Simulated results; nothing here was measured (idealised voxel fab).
process module | voxel fin reveal
cross-section cut | 210 nm wide | cells 5 nm
A cross-section is a grid of square cells, given in bands from the top down. A band is one or more rows of cells.
Each band's line starts with the height of the band's top and of its bottom, in nm. Then come its materials from left to right, each with its width in nm. One material with "throughout" fills the band from edge to edge. "air" is empty space.
Height 0 is the level under which the wafer as received is all one material. The lowest band goes on downwards, as in "0 down".
A width such as "30 to 40" changes by the same amount from each row of cells to the next, from the band's top row to its bottom row.
"no change" after a step means that no cell of the cross-section changed.
closed voids: empty space of 8 cells or more with no open way to the top, each as width x height at its distance from the left edge, in nm
after a step's settings: what the simulator itself notes on the step
overlay nm, on a step with a mask: how far to the right of its planned place the mask lay; to the left if negative
plan
1 op RECEIVE | material Si
2 op CONFORMAL_DEP | material SiN | thk nm 10
3 op MASKED_ETCH | tone cover | mask id FINS | width nm 15 | pitch nm 40 | etch materials SiN | depth nm 10 | overlay nm 0
4 op MASKED_ETCH | tone cover | mask id FINS | width nm 15 | pitch nm 40 | etch materials Si | depth nm 40 | overlay nm 0
5 op FILL_DEP | material SiO2 | thk nm 10
6 op CMP | height nm 10
7 op SELECTIVE_ETCH | etch materials SiO2 | depth nm 35
8 op STRIP | etch materials SiN
as received, after step 1
  0 down: Si throughout
  closed voids: none
first wafer at the end, as planned
  0 to -25: air 75 | Si 15 | air 25 | Si 15 | air 80
  -25 to -40: SiO2 75 | Si 15 | SiO2 25 | Si 15 | SiO2 80
  -40 down: Si throughout
  closed voids: none
second wafer at the end: like start, like plan, one mistake
  0 to -25: air 75 | Si 15 | air 25 | Si 15 | air 80
  -25 to -80: SiO2 75 | Si 15 | SiO2 25 | Si 15 | SiO2 80
  -80 down: Si throughout
  closed voids: none
what went wrong: step 4 was run twice
at the end the second wafer has, in cells: 288 fewer of Si | 288 more of SiO2
